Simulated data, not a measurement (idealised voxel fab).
Herein follows the process module entitled voxel transistor to metal.
Displayed cross-section: cut, width of 300 nm, square cells sized 5 nm.
A cross-section is written here as square cells arranged in a grid, and it is given in bands from the top down, each band taking up one or more rows of cells. Look at the band entry: it leads with the top's height and the bottom's height in nm. Then it lists the materials left to right, with a width in nm for each. The word "edge to edge" on a single material says that material fills the band edge to edge. The word "empty" is empty space. Heights are reckoned from 0. Under this level, the received wafer is all of one material. The bottommost band is open-ended downward, for example "top 0, no bottom". So if you see something like "30 to 40" for the width, read it as the top row of the band sitting at the first number and the bottom row at the second, with every row in between moving by the same amount as the last. Basically "all unchanged" means that step didn't change any cell in the cross-section. Look at "Closed cavity list" for the closed voids: empty spaces with no open path to the top, sized 8 cells or up. Each is width x height at distance, distance from the left edge, all nm. Anything after a step's settings on that line? It's the simulator's own note about the step. A step line may carry the setting "overlay nm", which, for steps involving a mask, states the distance by which the mask lay to the right of its intended position; negative values denote displacement to the left.

[The steps planned for the process are as follows]
1,RECEIVE | material Si
2,OXIDIZE | depth nm 5
3,CONFORMAL_DEP | material SiN | thk nm 10
4,MASKED_ETCH | tone cover | mask id ACTIVE | width nm 105 | pitch nm 140 | etch materials SiN | depth nm 10 | overlay nm 0
5,MASKED_ETCH | tone cover | mask id ACTIVE | width nm 115 | pitch nm 140 | etch materials SiO2 | depth nm 5 | overlay nm 0
6,MASKED_ETCH | tone cover | mask id ACTIVE | width nm 115 | pitch nm 140 | etch materials Si | depth nm 35 | overlay nm 0
7,OXIDIZE | depth nm 5
8,FILL_DEP | material SiO2 | thk nm 5
9,CMP | height nm 10
10,SELECTIVE_ETCH | etch materials SiO2 | depth nm 10
11,STRIP | etch materials SiN
12,SELECTIVE_ETCH | etch materials SiO2 | depth nm 5
13,OXIDIZE | depth nm 5
14,DIRECTIONAL_DEP | material polySi | thk nm 30
15,DIRECTIONAL_DEP | material SiCN | thk nm 15
16,PATTERN | tone cover | mask id GATE | material resist | width nm 35 | pitch nm 140 | thk nm 15 | overlay nm 0
17,DIRECTIONAL_ETCH | etch materials SiCN | depth nm 25
18,DIRECTIONAL_ETCH | etch materials polySi | depth nm 40
19,STRIP | etch materials resist
20,CONFORMAL_DEP | material SiO2 | thk nm 5
21,DIRECTIONAL_ETCH | etch materials SiO2 | depth nm 5
22,CONFORMAL_DEP | material SiN | thk nm 10
23,DIRECTIONAL_ETCH | etch materials SiN | depth nm 10
24,DIRECTIONAL_ETCH | etch materials SiO2 | depth nm 5
25,DIRECTIONAL_ETCH | etch materials Si | depth nm 10
26,EPI | material nSi | thk nm 10
27,FILL_DEP | material SiO2 | thk nm 10
28,CMP | height nm 25
29,STRIP | etch materials polySi
30,SELECTIVE_ETCH | etch materials SiO2 | depth nm 5
31,CONFORMAL_DEP | material HfO2 | thk nm 5
32,CONFORMAL_DEP | material TiN | thk nm 5
33,FILL_DEP | material W | thk nm 10
34,CMP | height nm 20
35,DIRECTIONAL_DEP | material SiO2 | thk nm 15
36,DIRECTIONAL_DEP | material aC | thk nm 15
37,PATTERN | tone open | mask id CONTACT | material resist | width nm 20 | thk nm 30 | overlay nm 0
38,DIRECTIONAL_ETCH | etch materials aC | depth nm 15
39,STRIP | etch materials resist
40,DIRECTIONAL_ETCH | etch materials SiO2 | depth nm 45
41,STRIP | etch materials aC
42,CONFORMAL_DEP | material TiN | thk nm 5
43,FILL_DEP | material W | thk nm 5
44,CMP | height nm 35
45,DIRECTIONAL_DEP | material TiN | thk nm 5
46,DIRECTIONAL_DEP | material W | thk nm 20
47,DIRECTIONAL_DEP | material aC | thk nm 10
48,PATTERN | tone cover | mask id METAL_1 | material resist | width nm 20 | thk nm 25 | overlay nm 0
49,DIRECTIONAL_ETCH | etch materials aC | depth nm 10
50,STRIP | etch materials resist
51,DIRECTIONAL_ETCH | etch materials W | depth nm 20
52,DIRECTIONAL_ETCH | etch materials TiN | depth nm 5
53,STRIP | etch materials aC
54,FILL_DEP | material lowk | thk nm 10
55,CMP | height nm 60
56,CONFORMAL_DEP | material SiN | thk nm 5
The width nm used in step 4 is not the same on every wafer, whereas the starting condition is; the value printed in the plan is the first wafer's.

[Cross-sectional view of the first of several wafers in the as-received condition, corresponding to the state following step 1]
* top 0, no bottom  Si edge to edge
* Closed cavity list: none

[The following table contains a row per wafer, in which are reported, at the conclusion of the module, the cells of each material gained (+) or lost (-) since the wafer's receipt, with its closed voids given thereafter]
width nm 105 | +38 HfO2 | -278 Si | +100 SiN | +374 SiO2 | +126 TiN | +152 W | +220 lowk | +48 nSi | Closed cavity list: none
width nm 110 | +38 HfO2 | -278 Si | +100 SiN | +374 SiO2 | +126 TiN | +152 W | +220 lowk | +48 nSi | Closed cavity list: none
width nm 115 | +38 HfO2 | -278 Si | +100 SiN | +374 SiO2 | +126 TiN | +152 W | +220 lowk | +48 nSi | Closed cavity list: none
width nm 120 | +38 HfO2 | -268 Si | +100 SiN | +360 SiO2 | +126 TiN | +152 W | +220 lowk | +52 nSi | Closed cavity list: none
width nm 125 | +38 HfO2 | -258 Si | +100 SiN | +346 SiO2 | +126 TiN | +152 W | +220 lowk | +56 nSi | Closed cavity list: none
